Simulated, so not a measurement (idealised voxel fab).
Herein follows the process module entitled voxel capacitor over wiring.
FYI the section here is cut, 275 nm wide, cells are 5 nm squares.
For the purposes of this document, a cross-section shall be understood as a grid of square cells, specified as bands listed in top-to-bottom order, each band consisting of one or more rows of cells. This entry defines a band. It first specifies the height of the band's top and the height of its bottom in nm, and then specifies the band's materials from left to right, stating each material with its width in nm. The word "everywhere" identifies a single material that fills the band from edge to edge, while the word "empty" identifies empty space. Convention: height 0 is the level below which the wafer, as received, is all one material. The lowest band does not terminate at the bottom but continues downward, represented as "0 nm and below". With a width like "30..40", each row of cells in the band differs from the next by the same amount, the top row carrying the first number and the bottom row the second. Step note "left unchanged" = no cross-section cell changed. "Closed internal voids" lists enclosed empty spaces (at least 8 cells, no open path upward to the top), each as width x height at distance from the left edge, in nm. Whatever follows a step's settings on its line is a remark the simulator itself makes about that step. Each step line may optionally specify "overlay nm", which for a step with a mask gives the rightward distance between the mask's planned place and where it lay, a negative value indicating the leftward direction.
**This section lists the process steps that were planned**
step 1: op RECEIVE | material Si
step 2: op CONFORMAL_DEP | material SiO2 | thk nm 10
step 3: op DIRECTIONAL_DEP | material TiN | thk nm 5
step 4: op DIRECTIONAL_DEP | material Ru | thk nm 15
step 5: op DIRECTIONAL_DEP | material aC | thk nm 10
step 6: op PATTERN | tone cover | mask id METAL_1 | material resist | width nm 25 | pitch nm 85 | thk nm 30 | overlay nm 0
step 7: op DIRECTIONAL_ETCH | etch materials aC | depth nm 10
step 8: op STRIP | etch materials resist
step 9: op DIRECTIONAL_ETCH | etch materials Ru | depth nm 15
step 10: op DIRECTIONAL_ETCH | etch materials TiN | depth nm 5
step 11: op STRIP | etch materials aC
step 12: op CONFORMAL_DEP | material SiN | thk nm 5
step 13: op FILL_DEP | material lowk | thk nm 5
step 14: op CMP | height nm 30
step 15: op CONFORMAL_DEP | material SiCN | thk nm 5
step 16: op DIRECTIONAL_DEP | material lowk | thk nm 20
step 17: op PATTERN | tone open | mask id PLUG_1 | material resist | width nm 15 | thk nm 15 | overlay nm 0
step 18: op DIRECTIONAL_ETCH | etch materials lowk | depth nm 20
step 19: op DIRECTIONAL_ETCH | etch materials SiCN | depth nm 5
step 20: op STRIP | etch materials resist
step 21: op EPI | material Ru | thk nm 10
step 22: op EPI | material Ru | thk nm 10
step 23: op EPI | material Ru | thk nm 5
step 24: op DIRECTIONAL_DEP | material TiN | thk nm 5
step 25: op DIRECTIONAL_DEP | material Al2O3 | thk nm 5
step 26: op DIRECTIONAL_DEP | material TiN | thk nm 5
step 27: op PATTERN | tone cover | mask id UPPER_PLATE | material resist | width nm 65 | thk nm 20 | overlay nm 0
step 28: op DIRECTIONAL_ETCH | etch materials TiN | depth nm 5
step 29: op DIRECTIONAL_ETCH | etch materials Al2O3 | depth nm 5
step 30: op STRIP | etch materials resist
step 31: op PATTERN | tone cover | mask id LOWER_PLATE | material resist | width nm 75 | thk nm 20 | overlay nm 0
step 32: op DIRECTIONAL_ETCH | etch materials TiN | depth nm 5
step 33: op STRIP | etch materials resist
step 34: op FILL_DEP | material SiO2 | thk nm 20
step 35: op CMP | height nm 85
step 36: op PATTERN | tone open | mask id PLUG_2 | material resist | width nm 15 | thk nm 20 | overlay nm 0
step 37: op DIRECTIONAL_ETCH | etch materials SiO2 | depth nm 15
step 38: op STRIP | etch materials resist
step 39: op CONFORMAL_DEP | material TiN | thk nm 5
step 40: op FILL_DEP | material W | thk nm 5
step 41: op CMP | height nm 85
step 42: op CONFORMAL_DEP | material SiCN | thk nm 5
**The first of the two wafers, which ran as planned**
**Here's what the wafer looked like in cross-section when it arrived - that's after step 1**
* 0 nm and below | Si everywhere
* Closed internal voids: none
**State of the wafer after step 2, shown in cross-section**
* 10 nm to 0 nm | SiO2 everywhere
* No changes below 0.
**State of the wafer after step 3, shown in cross-section**
* 15 nm to 10 nm | TiN everywhere
* No changes below 10.
**State of the wafer after step 4, shown in cross-section**
* 30 nm to 15 nm | Ru everywhere
* No changes below 15.
**State of the wafer after step 5, shown in cross-section**
* 40 nm to 30 nm | aC everywhere
* No changes below 30.
**State of the wafer after step 6, shown in cross-section**
* 70 nm to 40 nm | empty: 80  resist: 25  empty: 60  resist: 25  empty: 85
* No changes below 40.
**State of the wafer after step 7, shown in cross-section**
* 60 nm to 40 nm | empty: 80  resist: 25  empty: 60  resist: 25  empty: 85
* 40 nm to 30 nm | empty: 80  aC: 25  empty: 60  aC: 25  empty: 85
* No changes below 30.
**State of the wafer after step 8, shown in cross-section**
* 40 nm to 30 nm | empty: 80  aC: 25  empty: 60  aC: 25  empty: 85
* No changes below 30.
**State of the wafer after step 9, shown in cross-section**
* 40 nm to 30 nm | empty: 80  aC: 25  empty: 60  aC: 25  empty: 85
* 30 nm to 15 nm | empty: 80  Ru: 25  empty: 60  Ru: 25  empty: 85
* No changes below 15.
**State of the wafer after step 10, shown in cross-section**
* 40 nm to 30 nm | empty: 80  aC: 25  empty: 60  aC: 25  empty: 85
* 30 nm to 15 nm | empty: 80  Ru: 25  empty: 60  Ru: 25  empty: 85
* 15 nm to 10 nm | empty: 80  TiN: 25  empty: 60  TiN: 25  empty: 85
* No changes below 10.
**State of the wafer after step 11, shown in cross-section**
* 30 nm to 15 nm | empty: 80  Ru: 25  empty: 60  Ru: 25  empty: 85
* No changes below 15.
**State of the wafer after step 12, shown in cross-section**
* 35 nm to 30 nm | empty: 75  SiN: 35  empty: 50  SiN: 35  empty: 80
* 30 nm to 15 nm | empty: 75  SiN: 5  Ru: 25  SiN: 5  empty: 50  SiN: 5  Ru: 25  SiN: 5  empty: 80
* 15 nm to 10 nm | SiN: 80  TiN: 25  SiN: 60  TiN: 25  SiN: 85
* No changes below 10.
**State of the wafer after step 13, shown in cross-section**
* 40 nm to 35 nm | lowk everywhere
* 35 nm to 30 nm | lowk: 75  SiN: 35  lowk: 50  SiN: 35  lowk: 80
* 30 nm to 15 nm | lowk: 75  SiN: 5  Ru: 25  SiN: 5  lowk: 50  SiN: 5  Ru: 25  SiN: 5  lowk: 80
* No changes below 15.
**State of the wafer after step 14, shown in cross-section**
* 30 nm to 15 nm | lowk: 75  SiN: 5  Ru: 25  SiN: 5  lowk: 50  SiN: 5  Ru: 25  SiN: 5  lowk: 80
* No changes below 15.
**State of the wafer after step 15, shown in cross-section**
* 35 nm to 30 nm | SiCN everywhere
* No changes below 30.
**State of the wafer after step 16, shown in cross-section**
* 55 nm to 35 nm | lowk everywhere
* No changes below 35.
**State of the wafer after step 17, shown in cross-section**
* 70 nm to 55 nm | resist: 90  empty: 15  resist: 170
* No changes below 55.
**State of the wafer after step 18, shown in cross-section**
* 70 nm to 55 nm | resist: 90  empty: 15  resist: 170
* 55 nm to 35 nm | lowk: 90  empty: 15  lowk: 170
* No changes below 35.
**State of the wafer after step 19, shown in cross-section**
* 70 nm to 55 nm | resist: 90  empty: 15  resist: 170
* 55 nm to 35 nm | lowk: 90  empty: 15  lowk: 170
* 35 nm to 30 nm | SiCN: 90  empty: 15  SiCN: 170
* No changes below 30.
**State of the wafer after step 20, shown in cross-section**
* 55 nm to 35 nm | lowk: 90  empty: 15  lowk: 170
* No changes below 35.
**State of the wafer after step 21, shown in cross-section**
* 55 nm to 40 nm | lowk: 90  empty: 15  lowk: 170
* 40 nm to 35 nm | lowk: 90  Ru: 15  lowk: 170
* 35 nm to 30 nm | SiCN: 90  Ru: 15  SiCN: 170
* No changes below 30.
**State of the wafer after step 22, shown in cross-section**
* 55 nm to 50 nm | lowk: 90  empty: 15  lowk: 170
* 50 nm to 35 nm | lowk: 90  Ru: 15  lowk: 170
* No changes below 35.
**State of the wafer after step 23, shown in cross-section**
* 55 nm to 35 nm | lowk: 90  Ru: 15  lowk: 170
* No changes below 35.
**State of the wafer after step 24, shown in cross-section**
* 60 nm to 55 nm | TiN everywhere
* No changes below 55.
**State of the wafer after step 25, shown in cross-section**
* 65 nm to 60 nm | Al2O3 everywhere
* No changes below 60.
**State of the wafer after step 26, shown in cross-section**
* 70 nm to 65 nm | TiN everywhere
* No changes below 65.
**State of the wafer after step 27, shown in cross-section**
* 90 nm to 70 nm | empty: 90  resist: 65  empty: 120
* No changes below 70.
**State of the wafer after step 28, shown in cross-section**
* 90 nm to 70 nm | empty: 90  resist: 65  empty: 120
* 70 nm to 65 nm | empty: 90  TiN: 65  empty: 120
* No changes below 65.
**State of the wafer after step 29, shown in cross-section**
* 90 nm to 70 nm | empty: 90  resist: 65  empty: 120
* 70 nm to 65 nm | empty: 90  TiN: 65  empty: 120
* 65 nm to 60 nm | empty: 90  Al2O3: 65  empty: 120
* No changes below 60.
**State of the wafer after step 30, shown in cross-section**
* 70 nm to 65 nm | empty: 90  TiN: 65  empty: 120
* No changes below 65.
**State of the wafer after step 31, shown in cross-section**
* 90 nm to 70 nm | empty: 85  resist: 75  empty: 115
* 70 nm to 65 nm | empty: 85  resist: 5  TiN: 65  resist: 5  empty: 115
* 65 nm to 60 nm | empty: 85  resist: 5  Al2O3: 65  resist: 5  empty: 115
* No changes below 60.
**State of the wafer after step 32, shown in cross-section**
* 90 nm to 70 nm | empty: 85  resist: 75  empty: 115
* 70 nm to 65 nm | empty: 85  resist: 5  TiN: 65  resist: 5  empty: 115
* 65 nm to 60 nm | empty: 85  resist: 5  Al2O3: 65  resist: 5  empty: 115
* 60 nm to 55 nm | empty: 85  TiN: 75  empty: 115
* No changes below 55.
**State of the wafer after step 33, shown in cross-section**
* 70 nm to 65 nm | empty: 90  TiN: 65  empty: 120
* 65 nm to 60 nm | empty: 90  Al2O3: 65  empty: 120
* No changes below 60.
**State of the wafer after step 34, shown in cross-section**
* 90 nm to 70 nm | SiO2 everywhere
* 70 nm to 65 nm | SiO2: 90  TiN: 65  SiO2: 120
* 65 nm to 60 nm | SiO2: 90  Al2O3: 65  SiO2: 120
* 60 nm to 55 nm | SiO2: 85  TiN: 75  SiO2: 115
* No changes below 55.
**State of the wafer after step 35, shown in cross-section**
* 85 nm to 70 nm | SiO2 everywhere
* No changes below 70.
**State of the wafer after step 36, shown in cross-section**
* 105 nm to 85 nm | resist: 100  empty: 15  resist: 160
* No changes below 85.
**State of the wafer after step 37, shown in cross-section**
* 105 nm to 85 nm | resist: 100  empty: 15  resist: 160
* 85 nm to 70 nm | SiO2: 100  empty: 15  SiO2: 160
* No changes below 70.
**State of the wafer after step 38, shown in cross-section**
* 85 nm to 70 nm | SiO2: 100  empty: 15  SiO2: 160
* No changes below 70.
**State of the wafer after step 39, shown in cross-section**
* 90 nm to 85 nm | TiN: 105  empty: 5  TiN: 165
* 85 nm to 75 nm | SiO2: 100  TiN: 5  empty: 5  TiN: 5  SiO2: 160
* 75 nm to 65 nm | SiO2: 100..90  TiN: 15..65  SiO2: 160..120
* No changes below 65.
**State of the wafer after step 40, shown in cross-section**
* 95 nm to 90 nm | W everywhere
* 90 nm to 85 nm | TiN: 105  W: 5  TiN: 165
* 85 nm to 75 nm | SiO2: 100  TiN: 5  W: 5  TiN: 5  SiO2: 160
* No changes below 75.
**State of the wafer after step 41, shown in cross-section**
* 85 nm to 75 nm | SiO2: 100  TiN: 5  W: 5  TiN: 5  SiO2: 160
* No changes below 75.
**State of the wafer after step 42, shown in cross-section**
* 90 nm to 85 nm | SiCN everywhere
* No changes below 85.
**It is to be noted that the second wafer proceeded from the same initial state and according to the same plan as the first, although one mistake was committed in its execution; through step 26, inclusive, the two wafers share an identical history**
**At the planned end of step 27, the second wafer in cross-section**
* 90 nm to 70 nm | empty: 95  resist: 60  empty: 120
* No changes below 70.
**At the planned end of step 28, the second wafer in cross-section**
* 90 nm to 70 nm | empty: 95  resist: 60  empty: 120
* 70 nm to 65 nm | empty: 95  TiN: 60  empty: 120
* No changes below 65.
**At the planned end of step 29, the second wafer in cross-section**
* 90 nm to 70 nm | empty: 95  resist: 60  empty: 120
* 70 nm to 65 nm | empty: 95  TiN: 60  empty: 120
* 65 nm to 60 nm | empty: 95  Al2O3: 60  empty: 120
* No changes below 60.
**At the planned end of step 30, the second wafer in cross-section**
* 70 nm to 65 nm | empty: 95  TiN: 60  empty: 120
* No changes below 65.
**At the planned end of step 31, the second wafer in cross-section**
* 90 nm to 70 nm | empty: 85  resist: 75  empty: 115
* 70 nm to 65 nm | empty: 85  resist: 10  TiN: 60  resist: 5  empty: 115
* 65 nm to 60 nm | empty: 85  resist: 10  Al2O3: 60  resist: 5  empty: 115
* No changes below 60.
**At the planned end of step 32, the second wafer in cross-section**
* 90 nm to 70 nm | empty: 85  resist: 75  empty: 115
* 70 nm to 65 nm | empty: 85  resist: 10  TiN: 60  resist: 5  empty: 115
* 65 nm to 60 nm | empty: 85  resist: 10  Al2O3: 60  resist: 5  empty: 115
* 60 nm to 55 nm | empty: 85  TiN: 75  empty: 115
* No changes below 55.
**At the planned end of step 33, the second wafer in cross-section**
* 70 nm to 65 nm | empty: 95  TiN: 60  empty: 120
* 65 nm to 60 nm | empty: 95  Al2O3: 60  empty: 120
* No changes below 60.
**At the planned end of step 34, the second wafer in cross-section**
* 90 nm to 70 nm | SiO2 everywhere
* 70 nm to 65 nm | SiO2: 95  TiN: 60  SiO2: 120
* 65 nm to 60 nm | SiO2: 95  Al2O3: 60  SiO2: 120
* 60 nm to 55 nm | SiO2: 85  TiN: 75  SiO2: 115
* No changes below 55.
**At the planned end of step 35, the second wafer in cross-section**
* 85 nm to 70 nm | SiO2 everywhere
* No changes below 70.
**At the planned end of step 36, the second wafer in cross-section**
* 105 nm to 85 nm | resist: 100  empty: 15  resist: 160
* No changes below 85.
**At the planned end of step 37, the second wafer in cross-section**
* 105 nm to 85 nm | resist: 100  empty: 15  resist: 160
* 85 nm to 70 nm | SiO2: 100  empty: 15  SiO2: 160
* No changes below 70.
**At the planned end of step 38, the second wafer in cross-section**
* 85 nm to 70 nm | SiO2: 100  empty: 15  SiO2: 160
* No changes below 70.
**At the planned end of step 39, the second wafer in cross-section**
* 90 nm to 85 nm | TiN: 105  empty: 5  TiN: 165
* 85 nm to 75 nm | SiO2: 100  TiN: 5  empty: 5  TiN: 5  SiO2: 160
* 75 nm to 65 nm | SiO2: 100..95  TiN: 15..60  SiO2: 160..120
* No changes below 65.
**At the planned end of step 40, the second wafer in cross-section**
* 95 nm to 90 nm | W everywhere
* 90 nm to 85 nm | TiN: 105  W: 5  TiN: 165
* 85 nm to 75 nm | SiO2: 100  TiN: 5  W: 5  TiN: 5  SiO2: 160
* No changes below 75.
**At the planned end of step 41, the second wafer in cross-section**
* 85 nm to 75 nm | SiO2: 100  TiN: 5  W: 5  TiN: 5  SiO2: 160
* No changes below 75.
**At the planned end of step 42, the second wafer in cross-section**
* 90 nm to 85 nm | SiCN everywhere
* No changes below 85.
What went wrong in running the wafer? step 27 ran differently from the plan; actual operation with settings: op PATTERN | tone cover | mask id UPPER_PLATE | material resist | width nm 60 | thk nm 20 | overlay nm 0
Heads up, by the end the second wafer has more or fewer cells of some materials compared to the first: -1 Al2O3 | +2 SiO2 | -1 TiN
